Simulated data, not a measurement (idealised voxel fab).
Module name: voxel ribs on slabs (process module)
Shown is cross-section cut, with a width of 170 nm and square cells of size 5 nm.
Cross-section = grid of square cells, listed top down in bands; band = one or more rows.
Per band: top height and bottom height in nm, followed by the left-to-right materials and their widths in nm; "everywhere" marks a single material spanning edge to edge, "air" marks empty space.
Height datum 0, below which the as-received substrate wafer is one material. Lowest band open at the bottom, running downward: "0 and below".
With a width like "30 to 40", each row of cells in the band differs from the next by the same amount, the top row carrying the first number and the bottom row the second.
Any step labelled "remained unchanged" changed none of the cells in the cross-section.
Reported under the label "Sealed void inventory" are the empty spaces having no open way to the top and comprising 8 cells or more; the notation for each is width x height at distance, in which the distance is measured from the left edge and all three values are in nm.
Heads up: the bit after the settings on a step's line is the simulator's remark on that step.
What "overlay nm" on a step's line means: if the step has a mask, that mask lay this far to the right of its planned place, or, when the value is negative, to the left.

PLANNED PROCESS STEPS
1: RECEIVE (material Si)
2: DIRECTIONAL_DEP (material SiO2; thk nm 30)
3: DIRECTIONAL_DEP (material SiN; thk nm 15)
4: PATTERN (tone cover; mask id RIB; material resist; width nm 20; thk nm 15; overlay nm 0)
5: DIRECTIONAL_ETCH (etch materials SiN; depth nm 10)
6: STRIP (etch materials resist)
7: DIRECTIONAL_DEP (material aC; thk nm 15)
8: PATTERN (tone cover; mask id SLAB; material resist; width nm 70; thk nm 35; overlay nm 0)
9: DIRECTIONAL_ETCH (etch materials aC; depth nm 15)
10: STRIP (etch materials resist)
11: DIRECTIONAL_ETCH (etch materials SiN; depth nm 5)
12: STRIP (etch materials aC)
13: FILL_DEP (material SiO2; thk nm 20)
14: CMP (height nm 55)
15: DIRECTIONAL_DEP (material W; thk nm 10)
16: DIRECTIONAL_DEP (material aC; thk nm 10)
17: PATTERN (tone cover; mask id HEATER; material resist; width nm 30; thk nm 25; overlay nm 0)
18: DIRECTIONAL_ETCH (etch materials aC; depth nm 10)
19: STRIP (etch materials resist)
20: DIRECTIONAL_ETCH (etch materials W; depth nm 10)
21: STRIP (etch materials aC)
22: CONFORMAL_DEP (material SiN; thk nm 5)

FIRST WAFER OF TWO (RUN AS PLANNED)

CROSS-SECTION OF THE WAFER AT RECEIPT, WHICH IS THE CONDITION AFTER STEP 1
  0 and below: Si everywhere
  Sealed void inventory: none

THE WAFER IN CROSS-SECTION ONCE STEP 2 IS COMPLETE
  30 down to 0: SiO2 everywhere
  All layers under 0 are left as they were.

THE WAFER IN CROSS-SECTION ONCE STEP 3 IS COMPLETE
  45 down to 30: SiN everywhere
  All layers under 30 are left as they were.

THE WAFER IN CROSS-SECTION ONCE STEP 4 IS COMPLETE
  60 down to 45: air (75), then resist (20), then air (75)
  All layers under 45 are left as they were.

THE WAFER IN CROSS-SECTION ONCE STEP 5 IS COMPLETE
  60 down to 45: air (75), then resist (20), then air (75)
  45 down to 35: air (75), then SiN (20), then air (75)
  All layers under 35 are left as they were.

THE WAFER IN CROSS-SECTION ONCE STEP 6 IS COMPLETE
  45 down to 35: air (75), then SiN (20), then air (75)
  All layers under 35 are left as they were.

THE WAFER IN CROSS-SECTION ONCE STEP 7 IS COMPLETE
  60 down to 50: air (75), then aC (20), then air (75)
  50 down to 45: aC everywhere
  45 down to 35: aC (75), then SiN (20), then aC (75)
  All layers under 35 are left as they were.

THE WAFER IN CROSS-SECTION ONCE STEP 8 IS COMPLETE
  95 down to 60: air (50), then resist (70), then air (50)
  60 down to 50: air (50), then resist (25), then aC (20), then resist (25), then air (50)
  All layers under 50 are left as they were.

THE WAFER IN CROSS-SECTION ONCE STEP 9 IS COMPLETE
  80 down to 60: air (50), then resist (70), then air (50)
  60 down to 50: air (50), then resist (25), then aC (20), then resist (25), then air (50)
  50 down to 45: air (50), then aC (70), then air (50)
  45 down to 35: air (50), then aC (25), then SiN (20), then aC (25), then air (50)
  All layers under 35 are left as they were.

THE WAFER IN CROSS-SECTION ONCE STEP 10 IS COMPLETE
  60 down to 50: air (75), then aC (20), then air (75)
  All layers under 50 are left as they were.

THE WAFER IN CROSS-SECTION ONCE STEP 11 IS COMPLETE
  60 down to 50: air (75), then aC (20), then air (75)
  50 down to 45: air (50), then aC (70), then air (50)
  45 down to 35: air (50), then aC (25), then SiN (20), then aC (25), then air (50)
  35 down to 30: air (50), then SiN (70), then air (50)
  All layers under 30 are left as they were.

THE WAFER IN CROSS-SECTION ONCE STEP 12 IS COMPLETE
  45 down to 35: air (75), then SiN (20), then air (75)
  All layers under 35 are left as they were.

THE WAFER IN CROSS-SECTION ONCE STEP 13 IS COMPLETE
  65 down to 45: SiO2 everywhere
  45 down to 35: SiO2 (75), then SiN (20), then SiO2 (75)
  35 down to 30: SiO2 (50), then SiN (70), then SiO2 (50)
  All layers under 30 are left as they were.

THE WAFER IN CROSS-SECTION ONCE STEP 14 IS COMPLETE
  55 down to 45: SiO2 everywhere
  All layers under 45 are left as they were.

THE WAFER IN CROSS-SECTION ONCE STEP 15 IS COMPLETE
  65 down to 55: W everywhere
  All layers under 55 are left as they were.

THE WAFER IN CROSS-SECTION ONCE STEP 16 IS COMPLETE
  75 down to 65: aC everywhere
  All layers under 65 are left as they were.

THE WAFER IN CROSS-SECTION ONCE STEP 17 IS COMPLETE
  100 down to 75: air (70), then resist (30), then air (70)
  All layers under 75 are left as they were.

THE WAFER IN CROSS-SECTION ONCE STEP 18 IS COMPLETE
  90 down to 75: air (70), then resist (30), then air (70)
  75 down to 65: air (70), then aC (30), then air (70)
  All layers under 65 are left as they were.

THE WAFER IN CROSS-SECTION ONCE STEP 19 IS COMPLETE
  75 down to 65: air (70), then aC (30), then air (70)
  All layers under 65 are left as they were.

THE WAFER IN CROSS-SECTION ONCE STEP 20 IS COMPLETE
  75 down to 65: air (70), then aC (30), then air (70)
  65 down to 55: air (70), then W (30), then air (70)
  All layers under 55 are left as they were.

THE WAFER IN CROSS-SECTION ONCE STEP 21 IS COMPLETE
  65 down to 55: air (70), then W (30), then air (70)
  All layers under 55 are left as they were.

THE WAFER IN CROSS-SECTION ONCE STEP 22 IS COMPLETE
  70 down to 65: air (65), then SiN (40), then air (65)
  65 down to 60: air (65), then SiN (5), then W (30), then SiN (5), then air (65)
  60 down to 55: SiN (70), then W (30), then SiN (70)
  All layers under 55 are left as they were.

THE SECOND WAFER: IDENTICAL TO THE FIRST AT THE OUTSET AND IN ITS PLANNED SEQUENCE, DIFFERING ONLY IN THAT ONE MISTAKE WAS MADE DURING PROCESSING; UP TO AND INCLUDING STEP 5, ITS PATH IS THE FIRST WAFER'S PATH

SECOND WAFER CROSS-SECTION, TAKEN AS OF THE TIME THE PLAN SETS FOR STEP 6 TO BE DONE
  75 down to 60: air (75), then aC (20), then air (75)
  60 down to 50: air (75), then resist (20), then air (75)
  50 down to 45: aC (75), then resist (20), then aC (75)
  45 down to 35: aC (75), then SiN (20), then aC (75)
  All layers under 35 are left as they were.

SECOND WAFER CROSS-SECTION, TAKEN AS OF THE TIME THE PLAN SETS FOR STEP 7 TO BE DONE
  50 down to 45: aC (75), then air (20), then aC (75)
  All layers under 45 are left as they were.

SECOND WAFER CROSS-SECTION, TAKEN AS OF THE TIME THE PLAN SETS FOR STEP 8 TO BE DONE
  85 down to 50: air (50), then resist (70), then air (50)
  50 down to 45: aC (75), then resist (20), then aC (75)
  All layers under 45 are left as they were.

SECOND WAFER CROSS-SECTION, TAKEN AS OF THE TIME THE PLAN SETS FOR STEP 9 TO BE DONE
  70 down to 50: air (50), then resist (70), then air (50)
  50 down to 45: air (50), then aC (25), then resist (20), then aC (25), then air (50)
  45 down to 35: air (50), then aC (25), then SiN (20), then aC (25), then air (50)
  All layers under 35 are left as they were.

SECOND WAFER CROSS-SECTION, TAKEN AS OF THE TIME THE PLAN SETS FOR STEP 10 TO BE DONE
  50 down to 45: air (50), then aC (25), then air (20), then aC (25), then air (50)
  All layers under 45 are left as they were.

SECOND WAFER CROSS-SECTION, TAKEN AS OF THE TIME THE PLAN SETS FOR STEP 11 TO BE DONE
  50 down to 40: air (50), then aC (25), then air (20), then aC (25), then air (50)
  40 down to 35: air (50), then aC (25), then SiN (20), then aC (25), then air (50)
  35 down to 30: air (50), then SiN (70), then air (50)
  All layers under 30 are left as they were.

SECOND WAFER CROSS-SECTION, TAKEN AS OF THE TIME THE PLAN SETS FOR STEP 12 TO BE DONE
  40 down to 30: air (75 to 50), then SiN (20 to 70), then air (75 to 50)
  All layers under 30 are left as they were.

SECOND WAFER CROSS-SECTION, TAKEN AS OF THE TIME THE PLAN SETS FOR STEP 13 TO BE DONE
  60 down to 40: SiO2 everywhere
  40 down to 30: SiO2 (75 to 50), then SiN (20 to 70), then SiO2 (75 to 50)
  All layers under 30 are left as they were.

SECOND WAFER CROSS-SECTION, TAKEN AS OF THE TIME THE PLAN SETS FOR STEP 14 TO BE DONE
  55 down to 40: SiO2 everywhere
  All layers under 40 are left as they were.

SECOND WAFER CROSS-SECTION, TAKEN AS OF THE TIME THE PLAN SETS FOR STEP 15 TO BE DONE
  65 down to 55: W everywhere
  All layers under 55 are left as they were.

SECOND WAFER CROSS-SECTION, TAKEN AS OF THE TIME THE PLAN SETS FOR STEP 16 TO BE DONE
  75 down to 65: aC everywhere
  All layers under 65 are left as they were.

SECOND WAFER CROSS-SECTION, TAKEN AS OF THE TIME THE PLAN SETS FOR STEP 17 TO BE DONE
  100 down to 75: air (70), then resist (30), then air (70)
  All layers under 75 are left as they were.

SECOND WAFER CROSS-SECTION, TAKEN AS OF THE TIME THE PLAN SETS FOR STEP 18 TO BE DONE
  90 down to 75: air (70), then resist (30), then air (70)
  75 down to 65: air (70), then aC (30), then air (70)
  All layers under 65 are left as they were.

SECOND WAFER CROSS-SECTION, TAKEN AS OF THE TIME THE PLAN SETS FOR STEP 19 TO BE DONE
  75 down to 65: air (70), then aC (30), then air (70)
  All layers under 65 are left as they were.

SECOND WAFER CROSS-SECTION, TAKEN AS OF THE TIME THE PLAN SETS FOR STEP 20 TO BE DONE
  75 down to 65: air (70), then aC (30), then air (70)
  65 down to 55: air (70), then W (30), then air (70)
  All layers under 55 are left as they were.

SECOND WAFER CROSS-SECTION, TAKEN AS OF THE TIME THE PLAN SETS FOR STEP 21 TO BE DONE
  65 down to 55: air (70), then W (30), then air (70)
  All layers under 55 are left as they were.

SECOND WAFER CROSS-SECTION, TAKEN AS OF THE TIME THE PLAN SETS FOR STEP 22 TO BE DONE
  70 down to 65: air (65), then SiN (40), then air (65)
  65 down to 60: air (65), then SiN (5), then W (30), then SiN (5), then air (65)
  60 down to 55: SiN (70), then W (30), then SiN (70)
  All layers under 55 are left as they were.
Deviation noted in wafer processing: plan vs actual: 6 and 7 interchanged
The final cell counts differ between the wafers, with the second having more or fewer of some materials than the first: -4 SiN | +4 SiO2
